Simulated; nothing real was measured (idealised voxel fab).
process module | voxel air gaps
The cross-section on display is named cut; it measures 190 nm wide, and its cells are 5 nm squares.
Bands, listed from the top down, are how a cross-section gets written in this document; the cross-section itself is a grid of square cells, and a band is one or more rows of them. The entry gives the band's vertical extent as a top height and a bottom height in nm, then its horizontal make-up as materials from left to right, each with a width in nm. "air" stands for empty space; a single material marked "edge to edge" fills the band edge to edge. Counting heights begins at 0, where everything beneath is, in the wafer as received, one material. The lowest band has no bottom; it goes on downwards, as "0..down" shows. You'd read "30 to 40" like this: the band's top row of cells is as wide as the first number, its bottom row is as wide as the second, and going down, every row changes width by the same amount as the row before did. The designation "nothing altered", where it is given for a processing step, indicates that no cell of the cross-section was altered in the course of that step. Each empty space that has no open way to the top and spans at least 8 cells appears under "Closed void entries" as width x height at distance, the distance counted from the left edge, all in nm. Note: text after step settings on the step line = simulator remark on that step. The "overlay nm" setting may appear on a step's line; for a step that uses a mask, it gives how far to the right of its planned position the mask lay, and a negative value indicates the left. Each pair below shows a cross-section before one step and the cross-section after it, down to the lowest band that changed. The line under each pair gives the step between them, with its settings. The pairs can come from different runs of this module on the same starting wafer, so a pair continues from the pair above only where its "Ex-ante state" says so.
# Ex-ante state
- 0..down  Si edge to edge
- Closed void entries: none
# Post-Step Geometry
- 15..0  SiO2 edge to edge
- No changes below 0.
- Closed void entries: none
The two cross-sections above are separated by a single process step, namely op CONFORMAL_DEP | material SiO2 | thk nm 15
Ex-ante state: nothing new to draw here, it's the after view of the pair just above.
# Post-Step Geometry
- 20..15  SiCN edge to edge
- No changes below 15.
- Closed void entries: none
The two cross-sections above are separated by a single process step, namely op CONFORMAL_DEP | material SiCN | thk nm 5
Ex-ante state: nothing new to draw here, it's the after view of the pair just above.
# Post-Step Geometry
- 55..20  lowk edge to edge
- No changes below 20.
- Closed void entries: none
The two cross-sections above are separated by a single process step, namely op DIRECTIONAL_DEP | material lowk | thk nm 35
Ex-ante state: nothing new to draw here, it's the after view of the pair just above.
# Post-Step Geometry
- 70..55  aC edge to edge
- No changes below 55.
- Closed void entries: none
The two cross-sections above are separated by a single process step, namely op DIRECTIONAL_DEP | material aC | thk nm 15
Ex-ante state: nothing new to draw here, it's the after view of the pair just above.
# Post-Step Geometry
- 100..70  40 nm resist; 15 nm air; 30 nm resist; 15 nm air; 30 nm resist; 15 nm air; 45 nm resist
- No changes below 70.
- Closed void entries: none
The two cross-sections above are separated by a single process step, namely op PATTERN | tone open | mask id LINES | material resist | width nm 15 | pitch nm 45 | thk nm 30 | overlay nm 0
Ex-ante state: nothing new to draw here, it's the after view of the pair just above.
# Post-Step Geometry
- 85..70  40 nm resist; 15 nm air; 30 nm resist; 15 nm air; 30 nm resist; 15 nm air; 45 nm resist
- 70..55  40 nm aC; 15 nm air; 30 nm aC; 15 nm air; 30 nm aC; 15 nm air; 45 nm aC
- No changes below 55.
- Closed void entries: none
The two cross-sections above are separated by a single process step, namely op DIRECTIONAL_ETCH | etch materials aC | depth nm 15
Ex-ante state: nothing new to draw here, it's the after view of the pair just above.
# Post-Step Geometry
- 70..55  40 nm aC; 15 nm air; 30 nm aC; 15 nm air; 30 nm aC; 15 nm air; 45 nm aC
- No changes below 55.
- Closed void entries: none
The two cross-sections above are separated by a single process step, namely op STRIP | etch materials resist
Ex-ante state: nothing new to draw here, it's the after view of the pair just above.
# Post-Step Geometry
- 70..55  40 nm aC; 15 nm air; 30 nm aC; 15 nm air; 30 nm aC; 15 nm air; 45 nm aC
- 55..20  40 nm lowk; 15 nm air; 30 nm lowk; 15 nm air; 30 nm lowk; 15 nm air; 45 nm lowk
- No changes below 20.
- Closed void entries: none
The two cross-sections above are separated by a single process step, namely op DIRECTIONAL_ETCH | etch materials lowk | depth nm 35
Ex-ante state: nothing new to draw here, it's the after view of the pair just above.
# Post-Step Geometry
- 55..20  40 nm lowk; 15 nm air; 30 nm lowk; 15 nm air; 30 nm lowk; 15 nm air; 45 nm lowk
- No changes below 20.
- Closed void entries: none
The two cross-sections above are separated by a single process step, namely op STRIP | etch materials aC
Ex-ante state: nothing new to draw here, it's the after view of the pair just above.
# Post-Step Geometry
- 60..55  45 nm TiN; 5 nm air; 40 nm TiN; 5 nm air; 40 nm TiN; 5 nm air; 50 nm TiN
- 55..25  40 nm lowk; 5 nm TiN; 5 nm air; 5 nm TiN; 30 nm lowk; 5 nm TiN; 5 nm air; 5 nm TiN; 30 nm lowk; 5 nm TiN; 5 nm air; 5 nm TiN; 45 nm lowk
- 25..20  40 nm lowk; 15 nm TiN; 30 nm lowk; 15 nm TiN; 30 nm lowk; 15 nm TiN; 45 nm lowk
- No changes below 20.
- Closed void entries: none
The two cross-sections above are separated by a single process step, namely op CONFORMAL_DEP | material TiN | thk nm 5
Ex-ante state: nothing new to draw here, it's the after view of the pair just above.
# Post-Step Geometry
- 70..60  Cu edge to edge
- 60..55  45 nm TiN; 5 nm Cu; 40 nm TiN; 5 nm Cu; 40 nm TiN; 5 nm Cu; 50 nm TiN
- 55..25  40 nm lowk; 5 nm TiN; 5 nm Cu; 5 nm TiN; 30 nm lowk; 5 nm TiN; 5 nm Cu; 5 nm TiN; 30 nm lowk; 5 nm TiN; 5 nm Cu; 5 nm TiN; 45 nm lowk
- No changes below 25.
- Closed void entries: none
The two cross-sections above are separated by a single process step, namely op FILL_DEP | material Cu | thk nm 10
Ex-ante state: nothing new to draw here, it's the after view of the pair just above.
# Post-Step Geometry
- 55..25  40 nm lowk; 5 nm TiN; 5 nm Cu; 5 nm TiN; 30 nm lowk; 5 nm TiN; 5 nm Cu; 5 nm TiN; 30 nm lowk; 5 nm TiN; 5 nm Cu; 5 nm TiN; 45 nm lowk
- No changes below 25.
- Closed void entries: none
The two cross-sections above are separated by a single process step, namely op CMP | height nm 55
Ex-ante state: nothing new to draw here, it's the after view of the pair just above.
# Post-Step Geometry
- 65..55  30 nm air; 35 nm Ru; 10 nm air; 35 nm Ru; 10 nm air; 35 nm Ru; 35 nm air
- No changes below 55.
- Closed void entries: none
The two cross-sections above are separated by a single process step, namely op EPI | material Ru | thk nm 10
Ex-ante state: nothing new to draw here, it's the after view of the pair just above.
# Post-Step Geometry
- 65..55  30 nm air; 35 nm Ru; 10 nm air; 35 nm Ru; 10 nm air; 35 nm Ru; 35 nm air
- 55..25  40 nm air; 5 nm TiN; 5 nm Cu; 5 nm TiN; 30 nm air; 5 nm TiN; 5 nm Cu; 5 nm TiN; 30 nm air; 5 nm TiN; 5 nm Cu; 5 nm TiN; 45 nm air
- 25..20  40 nm air; 15 nm TiN; 30 nm air; 15 nm TiN; 30 nm air; 15 nm TiN; 45 nm air
- No changes below 20.
- Closed void entries: none
The two cross-sections above are separated by a single process step, namely op SELECTIVE_ETCH | etch materials lowk | depth nm 45
Ex-ante state: nothing new to draw here, it's the after view of the pair just above.
# Post-Step Geometry
- 70..65  25 nm air; 135 nm SiCN; 30 nm air
- 65..55  25 nm air; 5 nm SiCN; 35 nm Ru; 10 nm SiCN; 35 nm Ru; 10 nm SiCN; 35 nm Ru; 5 nm SiCN; 30 nm air
- 55..50  25 nm air; 15 nm SiCN; 5 nm TiN; 5 nm Cu; 5 nm TiN; 30 nm SiCN; 5 nm TiN; 5 nm Cu; 5 nm TiN; 30 nm SiCN; 5 nm TiN; 5 nm Cu; 5 nm TiN; 15 nm SiCN; 30 nm air
- 50..25  35 nm air; 5 nm SiCN; 5 nm TiN; 5 nm Cu; 5 nm TiN; 5 nm SiCN; 20 nm air; 5 nm SiCN; 5 nm TiN; 5 nm Cu; 5 nm TiN; 5 nm SiCN; 20 nm air; 5 nm SiCN; 5 nm TiN; 5 nm Cu; 5 nm TiN; 5 nm SiCN; 40 nm air
- 25..20  40 nm SiCN; 15 nm TiN; 30 nm SiCN; 15 nm TiN; 30 nm SiCN; 15 nm TiN; 45 nm SiCN
- No changes below 20.
- Closed void entries: 20 x 25 at 60; 20 x 25 at 105
The two cross-sections above are separated by a single process step, namely op CONFORMAL_DEP | material SiCN | thk nm 5
# Ex-ante state
- 0..down  Si edge to edge
- Closed void entries: none
# Post-Step Geometry
- 5..0  SiCN edge to edge
- No changes below 0.
- Closed void entries: none
The two cross-sections above are separated by a single process step, namely op CONFORMAL_DEP | material SiCN | thk nm 5
Ex-ante state: nothing new to draw here, it's the after view of the pair just above.
# Post-Step Geometry
- 40..5  lowk edge to edge
- No changes below 5.
- Closed void entries: none
The two cross-sections above are separated by a single process step, namely op DIRECTIONAL_DEP | material lowk | thk nm 35
Ex-ante state: nothing new to draw here, it's the after view of the pair just above.
# Post-Step Geometry
- 55..40  aC edge to edge
- No changes below 40.
- Closed void entries: none
The two cross-sections above are separated by a single process step, namely op DIRECTIONAL_DEP | material aC | thk nm 15
Ex-ante state: nothing new to draw here, it's the after view of the pair just above.
# Post-Step Geometry
- 85..55  40 nm resist; 15 nm air; 30 nm resist; 15 nm air; 30 nm resist; 15 nm air; 45 nm resist
- No changes below 55.
- Closed void entries: none
The two cross-sections above are separated by a single process step, namely op PATTERN | tone open | mask id LINES | material resist | width nm 15 | pitch nm 45 | thk nm 30 | overlay nm 0
Ex-ante state: nothing new to draw here, it's the after view of the pair just above.
# Post-Step Geometry
- 70..55  40 nm resist; 15 nm air; 30 nm resist; 15 nm air; 30 nm resist; 15 nm air; 45 nm resist
- 55..40  40 nm aC; 15 nm air; 30 nm aC; 15 nm air; 30 nm aC; 15 nm air; 45 nm aC
- No changes below 40.
- Closed void entries: none
The two cross-sections above are separated by a single process step, namely op DIRECTIONAL_ETCH | etch materials aC | depth nm 15
Ex-ante state: nothing new to draw here, it's the after view of the pair just above.
# Post-Step Geometry
- 55..40  40 nm aC; 15 nm air; 30 nm aC; 15 nm air; 30 nm aC; 15 nm air; 45 nm aC
- No changes below 40.
- Closed void entries: none
The two cross-sections above are separated by a single process step, namely op STRIP | etch materials resist
Ex-ante state: nothing new to draw here, it's the after view of the pair just above.
# Post-Step Geometry
- 55..40  40 nm aC; 15 nm air; 30 nm aC; 15 nm air; 30 nm aC; 15 nm air; 45 nm aC
- 40..5  40 nm lowk; 15 nm air; 30 nm lowk; 15 nm air; 30 nm lowk; 15 nm air; 45 nm lowk
- No changes below 5.
- Closed void entries: none
The two cross-sections above are separated by a single process step, namely op DIRECTIONAL_ETCH | etch materials lowk | depth nm 35
Ex-ante state: nothing new to draw here, it's the after view of the pair just above.
# Post-Step Geometry
- 40..5  40 nm lowk; 15 nm air; 30 nm lowk; 15 nm air; 30 nm lowk; 15 nm air; 45 nm lowk
- No changes below 5.
- Closed void entries: none
The two cross-sections above are separated by a single process step, namely op STRIP | etch materials aC
Ex-ante state: nothing new to draw here, it's the after view of the pair just above.
# Post-Step Geometry
- 45..40  45 nm TiN; 5 nm air; 40 nm TiN; 5 nm air; 40 nm TiN; 5 nm air; 50 nm TiN
- 40..10  40 nm lowk; 5 nm TiN; 5 nm air; 5 nm TiN; 30 nm lowk; 5 nm TiN; 5 nm air; 5 nm TiN; 30 nm lowk; 5 nm TiN; 5 nm air; 5 nm TiN; 45 nm lowk
- 10..5  40 nm lowk; 15 nm TiN; 30 nm lowk; 15 nm TiN; 30 nm lowk; 15 nm TiN; 45 nm lowk
- No changes below 5.
- Closed void entries: none
The two cross-sections above are separated by a single process step, namely op CONFORMAL_DEP | material TiN | thk nm 5
Ex-ante state: nothing new to draw here, it's the after view of the pair just above.
# Post-Step Geometry
- 55..45  Cu edge to edge
- 45..40  45 nm TiN; 5 nm Cu; 40 nm TiN; 5 nm Cu; 40 nm TiN; 5 nm Cu; 50 nm TiN
- 40..10  40 nm lowk; 5 nm TiN; 5 nm Cu; 5 nm TiN; 30 nm lowk; 5 nm TiN; 5 nm Cu; 5 nm TiN; 30 nm lowk; 5 nm TiN; 5 nm Cu; 5 nm TiN; 45 nm lowk
- No changes below 10.
- Closed void entries: none
The two cross-sections above are separated by a single process step, namely op FILL_DEP | material Cu | thk nm 10
Ex-ante state: nothing new to draw here, it's the after view of the pair just above.
# Post-Step Geometry
- 65..55  Ru edge to edge
- No changes below 55.
- Closed void entries: none
The two cross-sections above are separated by a single process step, namely op EPI | material Ru | thk nm 10
Ex-ante state: nothing new to draw here, it's the after view of the pair just above.
# Post-Step Geometry
- 70..65  SiCN edge to edge
- No changes below 65.
- Closed void entries: none
The two cross-sections above are separated by a single process step, namely op CONFORMAL_DEP | material SiCN | thk nm 5
# Ex-ante state
- 65..55  30 nm air; 35 nm Ru; 10 nm air; 35 nm Ru; 10 nm air; 35 nm Ru; 35 nm air
- 55..25  40 nm lowk; 5 nm TiN; 5 nm Cu; 5 nm TiN; 30 nm lowk; 5 nm TiN; 5 nm Cu; 5 nm TiN; 30 nm lowk; 5 nm TiN; 5 nm Cu; 5 nm TiN; 45 nm lowk
- 25..20  40 nm lowk; 15 nm TiN; 30 nm lowk; 15 nm TiN; 30 nm lowk; 15 nm TiN; 45 nm lowk
- 20..15  SiCN edge to edge
- 15..0  SiO2 edge to edge
- 0..down  Si edge to edge
- Closed void entries: none
# Post-Step Geometry
- 75..55  20 nm air; 145 nm Ru; 25 nm air
- No changes below 55.
- Closed void entries: none
The two cross-sections above are separated by a single process step, namely op EPI | material Ru | thk nm 10
Ex-ante state: nothing new to draw here, it's the after view of the pair just above.
# Post-Step Geometry
- 75..55  20 nm air; 145 nm Ru; 25 nm air
- 55..25  40 nm air; 5 nm TiN; 5 nm Cu; 5 nm TiN; 30 nm lowk; 5 nm TiN; 5 nm Cu; 5 nm TiN; 30 nm lowk; 5 nm TiN; 5 nm Cu; 5 nm TiN; 45 nm air
- 25..20  40 nm air; 15 nm TiN; 30 nm lowk; 15 nm TiN; 30 nm lowk; 15 nm TiN; 45 nm air
- No changes below 20.
- Closed void entries: none
The two cross-sections above are separated by a single process step, namely op SELECTIVE_ETCH | etch materials lowk | depth nm 45
Ex-ante state: nothing new to draw here, it's the after view of the pair just above.
# Post-Step Geometry
- 80..75  15 nm air; 155 nm SiCN; 20 nm air
- 75..55  15 nm air; 5 nm SiCN; 145 nm Ru; 5 nm SiCN; 20 nm air
- 55..50  15 nm air; 25 nm SiCN; 5 nm TiN; 5 nm Cu; 5 nm TiN; 30 nm lowk; 5 nm TiN; 5 nm Cu; 5 nm TiN; 30 nm lowk; 5 nm TiN; 5 nm Cu; 5 nm TiN; 25 nm SiCN; 20 nm air
- 50..25  35 nm air; 5 nm SiCN; 5 nm TiN; 5 nm Cu; 5 nm TiN; 30 nm lowk; 5 nm TiN; 5 nm Cu; 5 nm TiN; 30 nm lowk; 5 nm TiN; 5 nm Cu; 5 nm TiN; 5 nm SiCN; 40 nm air
- 25..20  40 nm SiCN; 15 nm TiN; 30 nm lowk; 15 nm TiN; 30 nm lowk; 15 nm TiN; 45 nm SiCN
- No changes below 20.
- Closed void entries: none
The two cross-sections above are separated by a single process step, namely op CONFORMAL_DEP | material SiCN | thk nm 5
# Ex-ante state
- 5..0  SiCN edge to edge
- 0..down  Si edge to edge
- Closed void entries: none
# Post-Step Geometry
- 20..5  SiO2 edge to edge
- No changes below 5.
- Closed void entries: none
The two cross-sections above are separated by a single process step, namely op CONFORMAL_DEP | material SiO2 | thk nm 15
Ex-ante state: nothing new to draw here, it's the after view of the pair just above.
# Post-Step Geometry
- 55..20  lowk edge to edge
- No changes below 20.
- Closed void entries: none
The two cross-sections above are separated by a single process step, namely op DIRECTIONAL_DEP | material lowk | thk nm 35
Ex-ante state: nothing new to draw here, it's the after view of the pair just above.
# Post-Step Geometry
- 70..55  aC edge to edge
- No changes below 55.
- Closed void entries: none
The two cross-sections above are separated by a single process step, namely op DIRECTIONAL_DEP | material aC | thk nm 15
Ex-ante state: nothing new to draw here, it's the after view of the pair just above.
# Post-Step Geometry
- 100..70  40 nm resist; 15 nm air; 30 nm resist; 15 nm air; 30 nm resist; 15 nm air; 45 nm resist
- No changes below 70.
- Closed void entries: none
The two cross-sections above are separated by a single process step, namely op PATTERN | tone open | mask id LINES | material resist | width nm 15 | pitch nm 45 | thk nm 30 | overlay nm 0
Ex-ante state: nothing new to draw here, it's the after view of the pair just above.
# Post-Step Geometry
- 85..70  40 nm resist; 15 nm air; 30 nm resist; 15 nm air; 30 nm resist; 15 nm air; 45 nm resist
- 70..55  40 nm aC; 15 nm air; 30 nm aC; 15 nm air; 30 nm aC; 15 nm air; 45 nm aC
- No changes below 55.
- Closed void entries: none
The two cross-sections above are separated by a single process step, namely op DIRECTIONAL_ETCH | etch materials aC | depth nm 15
Ex-ante state: nothing new to draw here, it's the after view of the pair just above.
# Post-Step Geometry
- 70..55  40 nm aC; 15 nm air; 30 nm aC; 15 nm air; 30 nm aC; 15 nm air; 45 nm aC
- No changes below 55.
- Closed void entries: none
The two cross-sections above are separated by a single process step, namely op STRIP | etch materials resist
Ex-ante state: nothing new to draw here, it's the after view of the pair just above.
# Post-Step Geometry
- 70..55  40 nm aC; 15 nm air; 30 nm aC; 15 nm air; 30 nm aC; 15 nm air; 45 nm aC
- 55..20  40 nm lowk; 15 nm air; 30 nm lowk; 15 nm air; 30 nm lowk; 15 nm air; 45 nm lowk
- No changes below 20.
- Closed void entries: none
The two cross-sections above are separated by a single process step, namely op DIRECTIONAL_ETCH | etch materials lowk | depth nm 35
Ex-ante state: nothing new to draw here, it's the after view of the pair just above.
# Post-Step Geometry
- 55..20  40 nm lowk; 15 nm air; 30 nm lowk; 15 nm air; 30 nm lowk; 15 nm air; 45 nm lowk
- No changes below 20.
- Closed void entries: none
The two cross-sections above are separated by a single process step, namely op STRIP | etch materials aC
Ex-ante state: nothing new to draw here, it's the after view of the pair just above.
# Post-Step Geometry
- 60..55  45 nm TiN; 5 nm air; 40 nm TiN; 5 nm air; 40 nm TiN; 5 nm air; 50 nm TiN
- 55..25  40 nm lowk; 5 nm TiN; 5 nm air; 5 nm TiN; 30 nm lowk; 5 nm TiN; 5 nm air; 5 nm TiN; 30 nm lowk; 5 nm TiN; 5 nm air; 5 nm TiN; 45 nm lowk
- 25..20  40 nm lowk; 15 nm TiN; 30 nm lowk; 15 nm TiN; 30 nm lowk; 15 nm TiN; 45 nm lowk
- No changes below 20.
- Closed void entries: none
The two cross-sections above are separated by a single process step, namely op CONFORMAL_DEP | material TiN | thk nm 5
Ex-ante state: nothing new to draw here, it's the after view of the pair just above.
# Post-Step Geometry
- 70..60  Cu edge to edge
- 60..55  45 nm TiN; 5 nm Cu; 40 nm TiN; 5 nm Cu; 40 nm TiN; 5 nm Cu; 50 nm TiN
- 55..25  40 nm lowk; 5 nm TiN; 5 nm Cu; 5 nm TiN; 30 nm lowk; 5 nm TiN; 5 nm Cu; 5 nm TiN; 30 nm lowk; 5 nm TiN; 5 nm Cu; 5 nm TiN; 45 nm lowk
- No changes below 25.
- Closed void entries: none
The two cross-sections above are separated by a single process step, namely op FILL_DEP | material Cu | thk nm 10
Ex-ante state: nothing new to draw here, it's the after view of the pair just above.
# Post-Step Geometry
- 55..25  40 nm lowk; 5 nm TiN; 5 nm Cu; 5 nm TiN; 30 nm lowk; 5 nm TiN; 5 nm Cu; 5 nm TiN; 30 nm lowk; 5 nm TiN; 5 nm Cu; 5 nm TiN; 45 nm lowk
- No changes below 25.
- Closed void entries: none
The two cross-sections above are separated by a single process step, namely op CMP | height nm 55
Ex-ante state: nothing new to draw here, it's the after view of the pair just above.
# Post-Step Geometry
- 65..55  30 nm air; 35 nm Ru; 10 nm air; 35 nm Ru; 10 nm air; 35 nm Ru; 35 nm air
- No changes below 55.
- Closed void entries: none
The two cross-sections above are separated by a single process step, namely op EPI | material Ru | thk nm 10
Ex-ante state: nothing new to draw here, it's the after view of the pair just above.
# Post-Step Geometry
- 65..55  30 nm air; 35 nm Ru; 10 nm air; 35 nm Ru; 10 nm air; 35 nm Ru; 35 nm air
- 55..25  40 nm air; 5 nm TiN; 5 nm Cu; 5 nm TiN; 30 nm air; 5 nm TiN; 5 nm Cu; 5 nm TiN; 30 nm air; 5 nm TiN; 5 nm Cu; 5 nm TiN; 45 nm air
- 25..20  40 nm air; 15 nm TiN; 30 nm air; 15 nm TiN; 30 nm air; 15 nm TiN; 45 nm air
- No changes below 20.
- Closed void entries: none
The two cross-sections above are separated by a single process step, namely op SELECTIVE_ETCH | etch materials lowk | depth nm 45
Ex-ante state: nothing new to draw here, it's the after view of the pair just above.
# Post-Step Geometry
- 70..65  25 nm air; 135 nm SiCN; 30 nm air
- 65..55  25 nm air; 5 nm SiCN; 35 nm Ru; 10 nm SiCN; 35 nm Ru; 10 nm SiCN; 35 nm Ru; 5 nm SiCN; 30 nm air
- 55..50  25 nm air; 15 nm SiCN; 5 nm TiN; 5 nm Cu; 5 nm TiN; 30 nm SiCN; 5 nm TiN; 5 nm Cu; 5 nm TiN; 30 nm SiCN; 5 nm TiN; 5 nm Cu; 5 nm TiN; 15 nm SiCN; 30 nm air
- 50..25  35 nm air; 5 nm SiCN; 5 nm TiN; 5 nm Cu; 5 nm TiN; 5 nm SiCN; 20 nm air; 5 nm SiCN; 5 nm TiN; 5 nm Cu; 5 nm TiN; 5 nm SiCN; 20 nm air; 5 nm SiCN; 5 nm TiN; 5 nm Cu; 5 nm TiN; 5 nm SiCN; 40 nm air
- 25..20  40 nm SiCN; 15 nm TiN; 30 nm SiCN; 15 nm TiN; 30 nm SiCN; 15 nm TiN; 45 nm SiCN
- No changes below 20.
- Closed void entries: 20 x 25 at 60; 20 x 25 at 105
The two cross-sections above are separated by a single process step, namely op CONFORMAL_DEP | material SiCN | thk nm 5
# Ex-ante state
- 65..55  30 nm air; 35 nm Ru; 10 nm air; 35 nm Ru; 10 nm air; 35 nm Ru; 35 nm air
- 55..25  40 nm air; 5 nm TiN; 5 nm Cu; 5 nm TiN; 30 nm air; 5 nm TiN; 5 nm Cu; 5 nm TiN; 30 nm air; 5 nm TiN; 5 nm Cu; 5 nm TiN; 45 nm air
- 25..20  40 nm air; 15 nm TiN; 30 nm air; 15 nm TiN; 30 nm air; 15 nm TiN; 45 nm air
- 20..15  SiCN edge to edge
- 15..0  SiO2 edge to edge
- 0..down  Si edge to edge
- Closed void entries: none
# Post-Step Geometry
- 80..65  15 nm air; 155 nm SiCN; 20 nm air
- 65..55  15 nm air; 15 nm SiCN; 35 nm Ru; 10 nm SiCN; 35 nm Ru; 10 nm SiCN; 35 nm Ru; 15 nm SiCN; 20 nm air
- 55..50  15 nm air; 25 nm SiCN; 5 nm TiN; 5 nm Cu; 5 nm TiN; 30 nm SiCN; 5 nm TiN; 5 nm Cu; 5 nm TiN; 30 nm SiCN; 5 nm TiN; 5 nm Cu; 5 nm TiN; 25 nm SiCN; 20 nm air
- 50..40  15 nm air; 25 nm SiCN; 5 nm TiN; 5 nm Cu; 5 nm TiN; 5 nm SiCN; 20 nm air; 5 nm SiCN; 5 nm TiN; 5 nm Cu; 5 nm TiN; 5 nm SiCN; 20 nm air; 5 nm SiCN; 5 nm TiN; 5 nm Cu; 5 nm TiN; 25 nm SiCN; 20 nm air
- 40..35  25 nm air; 15 nm SiCN; 5 nm TiN; 5 nm Cu; 5 nm TiN; 5 nm SiCN; 20 nm air; 5 nm SiCN; 5 nm TiN; 5 nm Cu; 5 nm TiN; 5 nm SiCN; 20 nm air; 5 nm SiCN; 5 nm TiN; 5 nm Cu; 5 nm TiN; 15 nm SiCN; 30 nm air
- 35..25  40 nm SiCN; 5 nm TiN; 5 nm Cu; 5 nm TiN; 5 nm SiCN; 20 nm air; 5 nm SiCN; 5 nm TiN; 5 nm Cu; 5 nm TiN; 5 nm SiCN; 20 nm air; 5 nm SiCN; 5 nm TiN; 5 nm Cu; 5 nm TiN; 45 nm SiCN
- 25..20  40 nm SiCN; 15 nm TiN; 30 nm SiCN; 15 nm TiN; 30 nm SiCN; 15 nm TiN; 45 nm SiCN
- No changes below 20.
- Closed void entries: 20 x 25 at 60; 20 x 25 at 105
The two cross-sections above are separated by a single process step, namely op CONFORMAL_DEP | material SiCN | thk nm 15
# Ex-ante state
- 70..55  aC edge to edge
- 55..20  lowk edge to edge
- 20..15  SiCN edge to edge
- 15..0  SiO2 edge to edge
- 0..down  Si edge to edge
- Closed void entries: none
# Post-Step Geometry
- 100..70  35 nm resist; 25 nm air; 20 nm resist; 25 nm air; 20 nm resist; 25 nm air; 40 nm resist
- No changes below 70.
- Closed void entries: none
The two cross-sections above are separated by a single process step, namely op PATTERN | tone open | mask id LINES | material resist | width nm 25 | pitch nm 45 | thk nm 30 | overlay nm 0
Ex-ante state: nothing new to draw here, it's the after view of the pair just above.
# Post-Step Geometry
- 85..70  35 nm resist; 25 nm air; 20 nm resist; 25 nm air; 20 nm resist; 25 nm air; 40 nm resist
- 70..55  35 nm aC; 25 nm air; 20 nm aC; 25 nm air; 20 nm aC; 25 nm air; 40 nm aC
- No changes below 55.
- Closed void entries: none
The two cross-sections above are separated by a single process step, namely op DIRECTIONAL_ETCH | etch materials aC | depth nm 15
Ex-ante state: nothing new to draw here, it's the after view of the pair just above.
# Post-Step Geometry
- 70..55  35 nm aC; 25 nm air; 20 nm aC; 25 nm air; 20 nm aC; 25 nm air; 40 nm aC
- No changes below 55.
- Closed void entries: none
The two cross-sections above are separated by a single process step, namely op STRIP | etch materials resist
Ex-ante state: nothing new to draw here, it's the after view of the pair just above.
# Post-Step Geometry
- 70..55  35 nm aC; 25 nm air; 20 nm aC; 25 nm air; 20 nm aC; 25 nm air; 40 nm aC
- 55..20  35 nm lowk; 25 nm air; 20 nm lowk; 25 nm air; 20 nm lowk; 25 nm air; 40 nm lowk
- No changes below 20.
- Closed void entries: none
The two cross-sections above are separated by a single process step, namely op DIRECTIONAL_ETCH | etch materials lowk | depth nm 35
Ex-ante state: nothing new to draw here, it's the after view of the pair just above.
# Post-Step Geometry
- 55..20  35 nm lowk; 25 nm air; 20 nm lowk; 25 nm air; 20 nm lowk; 25 nm air; 40 nm lowk
- No changes below 20.
- Closed void entries: none
The two cross-sections above are separated by a single process step, namely op STRIP | etch materials aC
Ex-ante state: nothing new to draw here, it's the after view of the pair just above.
# Post-Step Geometry
- 60..55  40 nm TiN; 15 nm air; 30 nm TiN; 15 nm air; 30 nm TiN; 15 nm air; 45 nm TiN
- 55..25  35 nm lowk; 5 nm TiN; 15 nm air; 5 nm TiN; 20 nm lowk; 5 nm TiN; 15 nm air; 5 nm TiN; 20 nm lowk; 5 nm TiN; 15 nm air; 5 nm TiN; 40 nm lowk
- 25..20  35 nm lowk; 25 nm TiN; 20 nm lowk; 25 nm TiN; 20 nm lowk; 25 nm TiN; 40 nm lowk
- No changes below 20.
- Closed void entries: none
The two cross-sections above are separated by a single process step, namely op CONFORMAL_DEP | material TiN | thk nm 5
Ex-ante state: nothing new to draw here, it's the after view of the pair just above.
# Post-Step Geometry
- 70..60  Cu edge to edge
- 60..55  40 nm TiN; 15 nm Cu; 30 nm TiN; 15 nm Cu; 30 nm TiN; 15 nm Cu; 45 nm TiN
- 55..25  35 nm lowk; 5 nm TiN; 15 nm Cu; 5 nm TiN; 20 nm lowk; 5 nm TiN; 15 nm Cu; 5 nm TiN; 20 nm lowk; 5 nm TiN; 15 nm Cu; 5 nm TiN; 40 nm lowk
- No changes below 25.
- Closed void entries: none
The two cross-sections above are separated by a single process step, namely op FILL_DEP | material Cu | thk nm 10
Ex-ante state: nothing new to draw here, it's the after view of the pair just above.
# Post-Step Geometry
- 55..25  35 nm lowk; 5 nm TiN; 15 nm Cu; 5 nm TiN; 20 nm lowk; 5 nm TiN; 15 nm Cu; 5 nm TiN; 20 nm lowk; 5 nm TiN; 15 nm Cu; 5 nm TiN; 40 nm lowk
- No changes below 25.
- Closed void entries: none
The two cross-sections above are separated by a single process step, namely op CMP | height nm 55
Ex-ante state: nothing new to draw here, it's the after view of the pair just above.
# Post-Step Geometry
- 65..55  25 nm air; 135 nm Ru; 30 nm air
- No changes below 55.
- Closed void entries: none
The two cross-sections above are separated by a single process step, namely op EPI | material Ru | thk nm 10
Ex-ante state: nothing new to draw here, it's the after view of the pair just above.
# Post-Step Geometry
- 65..55  25 nm air; 135 nm Ru; 30 nm air
- 55..25  35 nm air; 5 nm TiN; 15 nm Cu; 5 nm TiN; 20 nm lowk; 5 nm TiN; 15 nm Cu; 5 nm TiN; 20 nm lowk; 5 nm TiN; 15 nm Cu; 5 nm TiN; 40 nm air
- 25..20  35 nm air; 25 nm TiN; 20 nm lowk; 25 nm TiN; 20 nm lowk; 25 nm TiN; 40 nm air
- No changes below 20.
- Closed void entries: none
The two cross-sections above are separated by a single process step, namely op SELECTIVE_ETCH | etch materials lowk | depth nm 45
Ex-ante state: nothing new to draw here, it's the after view of the pair just above.
# Post-Step Geometry
- 70..65  20 nm air; 145 nm SiCN; 25 nm air
- 65..55  20 nm air; 5 nm SiCN; 135 nm Ru; 5 nm SiCN; 25 nm air
- 55..50  20 nm air; 15 nm SiCN; 5 nm TiN; 15 nm Cu; 5 nm TiN; 20 nm lowk; 5 nm TiN; 15 nm Cu; 5 nm TiN; 20 nm lowk; 5 nm TiN; 15 nm Cu; 5 nm TiN; 15 nm SiCN; 25 nm air
- 50..25  30 nm air; 5 nm SiCN; 5 nm TiN; 15 nm Cu; 5 nm TiN; 20 nm lowk; 5 nm TiN; 15 nm Cu; 5 nm TiN; 20 nm lowk; 5 nm TiN; 15 nm Cu; 5 nm TiN; 5 nm SiCN; 35 nm air
- 25..20  35 nm SiCN; 25 nm TiN; 20 nm lowk; 25 nm TiN; 20 nm lowk; 25 nm TiN; 40 nm SiCN
- No changes below 20.
- Closed void entries: none
The two cross-sections above are separated by a single process step, namely op CONFORMAL_DEP | material SiCN | thk nm 5
# Ex-ante state
- 70..55  aC edge to edge
- 55..20  lowk edge to edge
- 20..15  SiCN edge to edge
- 15..0  SiO2 edge to edge
- 0..down  Si edge to edge
- Closed void entries: none
# Post-Step Geometry
- 100..70  35 nm resist; 15 nm air; 30 nm resist; 15 nm air; 30 nm resist; 15 nm air; 50 nm resist
- No changes below 70.
- Closed void entries: none
The two cross-sections above are separated by a single process step, namely op PATTERN | tone open | mask id LINES | material resist | width nm 15 | pitch nm 45 | thk nm 30 | overlay nm -5
